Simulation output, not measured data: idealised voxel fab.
Documented hereafter: the process module known as voxel spacer lines.
cross-section cut | 225 nm wide | cells 5 nm
Cross-section layout: square cells on a grid; listed as bands, top to bottom; a band spans one or more cell rows. Basically the band line says how high the top is and how high the bottom is, in nm, and then what's in it from left to right, every material with its width in nm. Empty space shows up as "blank", and if a single material carries "all across" it runs the full band edge to edge. We count height from 0. Below that, the starting wafer is all one material. The lowest band never ends at the bottom but goes on down; see "0..down" for how that is written. Note: "30->40" means the width goes from the first number (top row of the band) to the second number (bottom row) in equal steps per row of cells. "all unchanged" (step): cross-section cells unchanged, all of them. "Closed cavities" - sealed voids, min. 8 cells, no opening to top; format: width x height at distance (distance from left edge; nm throughout). What comes after the settings on a step's line is commentary from the simulator itself on that step. You can add "overlay nm" to a step's line. For a step with a mask, it describes how far the mask lay to the right of its planned position, and a negative number describes a lay to the left.
# plan
1,RECEIVE | material Si
2,CONFORMAL_DEP | material Al2O3 | thk nm 10
3,DIRECTIONAL_DEP | material W | thk nm 15
4,DIRECTIONAL_DEP | material aC | thk nm 25
5,PATTERN | tone cover | mask id MANDREL | material resist | width nm 25 | pitch nm 80 | thk nm 30 | overlay nm 0
6,DIRECTIONAL_ETCH | etch materials aC | depth nm 25
7,STRIP | etch materials resist
8,CONFORMAL_DEP | material SiO2 | thk nm 15
9,DIRECTIONAL_ETCH | etch materials SiO2 | depth nm 15
10,STRIP | etch materials aC
11,DIRECTIONAL_ETCH | etch materials W | depth nm 15
12,STRIP | etch materials SiO2
# On the first of the two wafers: run conducted according to plan
# Cross-section of the incoming wafer, state after step 1
- 0..down  Si all across
- Closed cavities: none
# Cross-section: wafer state after step 2
- 10..0  Al2O3 all across
- Below a height of 0, the structure has not been altered.
# Cross-section: wafer state after step 3
- 25..10  W all across
- Below a height of 10, the structure has not been altered.
# Cross-section: wafer state after step 4
- 50..25  aC all across
- Below a height of 25, the structure has not been altered.
# Cross-section: wafer state after step 5
- 80..50  blank (20) / resist (25) / blank (55) / resist (25) / blank (55) / resist (25) / blank (20)
- Below a height of 50, the structure has not been altered.
# Cross-section: wafer state after step 6
- 55..50  blank (20) / resist (25) / blank (55) / resist (25) / blank (55) / resist (25) / blank (20)
- 50..25  blank (20) / aC (25) / blank (55) / aC (25) / blank (55) / aC (25) / blank (20)
- Below a height of 25, the structure has not been altered.
# Cross-section: wafer state after step 7
- 50..25  blank (20) / aC (25) / blank (55) / aC (25) / blank (55) / aC (25) / blank (20)
- Below a height of 25, the structure has not been altered.
# Cross-section: wafer state after step 8
- 65..50  blank (5) / SiO2 (55) / blank (25) / SiO2 (55) / blank (25) / SiO2 (55) / blank (5)
- 50..40  blank (5) / SiO2 (15) / aC (25) / SiO2 (15) / blank (25) / SiO2 (15) / aC (25) / SiO2 (15) / blank (25) / SiO2 (15) / aC (25) / SiO2 (15) / blank (5)
- 40..25  SiO2 (20) / aC (25) / SiO2 (55) / aC (25) / SiO2 (55) / aC (25) / SiO2 (20)
- Below a height of 25, the structure has not been altered.
# Cross-section: wafer state after step 9
- 50..25  blank (5) / SiO2 (15) / aC (25) / SiO2 (15) / blank (25) / SiO2 (15) / aC (25) / SiO2 (15) / blank (25) / SiO2 (15) / aC (25) / SiO2 (15) / blank (5)
- Below a height of 25, the structure has not been altered.
# Cross-section: wafer state after step 10
- 50..25  blank (5) / SiO2 (15) / blank (25) / SiO2 (15) / blank (25) / SiO2 (15) / blank (25) / SiO2 (15) / blank (25) / SiO2 (15) / blank (25) / SiO2 (15) / blank (5)
- Below a height of 25, the structure has not been altered.
# Cross-section: wafer state after step 11
- 50..25  blank (5) / SiO2 (15) / blank (25) / SiO2 (15) / blank (25) / SiO2 (15) / blank (25) / SiO2 (15) / blank (25) / SiO2 (15) / blank (25) / SiO2 (15) / blank (5)
- 25..10  blank (5) / W (15) / blank (25) / W (15) / blank (25) / W (15) / blank (25) / W (15) / blank (25) / W (15) / blank (25) / W (15) / blank (5)
- Below a height of 10, the structure has not been altered.
# Cross-section: wafer state after step 12
- 25..10  blank (5) / W (15) / blank (25) / W (15) / blank (25) / W (15) / blank (25) / W (15) / blank (25) / W (15) / blank (25) / W (15) / blank (5)
- Below a height of 10, the structure has not been altered.
# It is to be noted that the second wafer proceeded from the same initial state and according to the same plan as the first, although one mistake was committed in its execution; through step 2, inclusive, the two wafers share an identical history
# At the planned end of step 3, the second wafer in cross-section
- 40..10  W all across
- Below a height of 10, the structure has not been altered.
# At the planned end of step 4, the second wafer in cross-section
- 65..40  aC all across
- Below a height of 40, the structure has not been altered.
# At the planned end of step 5, the second wafer in cross-section
- 95..65  blank (20) / resist (25) / blank (55) / resist (25) / blank (55) / resist (25) / blank (20)
- Below a height of 65, the structure has not been altered.
# At the planned end of step 6, the second wafer in cross-section
- 70..65  blank (20) / resist (25) / blank (55) / resist (25) / blank (55) / resist (25) / blank (20)
- 65..40  blank (20) / aC (25) / blank (55) / aC (25) / blank (55) / aC (25) / blank (20)
- Below a height of 40, the structure has not been altered.
# At the planned end of step 7, the second wafer in cross-section
- 65..40  blank (20) / aC (25) / blank (55) / aC (25) / blank (55) / aC (25) / blank (20)
- Below a height of 40, the structure has not been altered.
# At the planned end of step 8, the second wafer in cross-section
- 80..65  blank (5) / SiO2 (55) / blank (25) / SiO2 (55) / blank (25) / SiO2 (55) / blank (5)
- 65..55  blank (5) / SiO2 (15) / aC (25) / SiO2 (15) / blank (25) / SiO2 (15) / aC (25) / SiO2 (15) / blank (25) / SiO2 (15) / aC (25) / SiO2 (15) / blank (5)
- 55..40  SiO2 (20) / aC (25) / SiO2 (55) / aC (25) / SiO2 (55) / aC (25) / SiO2 (20)
- Below a height of 40, the structure has not been altered.
# At the planned end of step 9, the second wafer in cross-section
- 65..40  blank (5) / SiO2 (15) / aC (25) / SiO2 (15) / blank (25) / SiO2 (15) / aC (25) / SiO2 (15) / blank (25) / SiO2 (15) / aC (25) / SiO2 (15) / blank (5)
- Below a height of 40, the structure has not been altered.
# At the planned end of step 10, the second wafer in cross-section
- 65..40  blank (5) / SiO2 (15) / blank (25) / SiO2 (15) / blank (25) / SiO2 (15) / blank (25) / SiO2 (15) / blank (25) / SiO2 (15) / blank (25) / SiO2 (15) / blank (5)
- Below a height of 40, the structure has not been altered.
# At the planned end of step 11, the second wafer in cross-section
- 65..40  blank (5) / SiO2 (15) / blank (25) / SiO2 (15) / blank (25) / SiO2 (15) / blank (25) / SiO2 (15) / blank (25) / SiO2 (15) / blank (25) / SiO2 (15) / blank (5)
- 40..25  blank (5) / W (15) / blank (25) / W (15) / blank (25) / W (15) / blank (25) / W (15) / blank (25) / W (15) / blank (25) / W (15) / blank (5)
- Below a height of 25, the structure has not been altered.
# At the planned end of step 12, the second wafer in cross-section
- 40..25  blank (5) / W (15) / blank (25) / W (15) / blank (25) / W (15) / blank (25) / W (15) / blank (25) / W (15) / blank (25) / W (15) / blank (5)
- Below a height of 25, the structure has not been altered.
Error vs. plan: step 3 in the plan was executed twice
Counted in cells at the end, the second wafer holds more or fewer of these materials than the first: 135 more of W
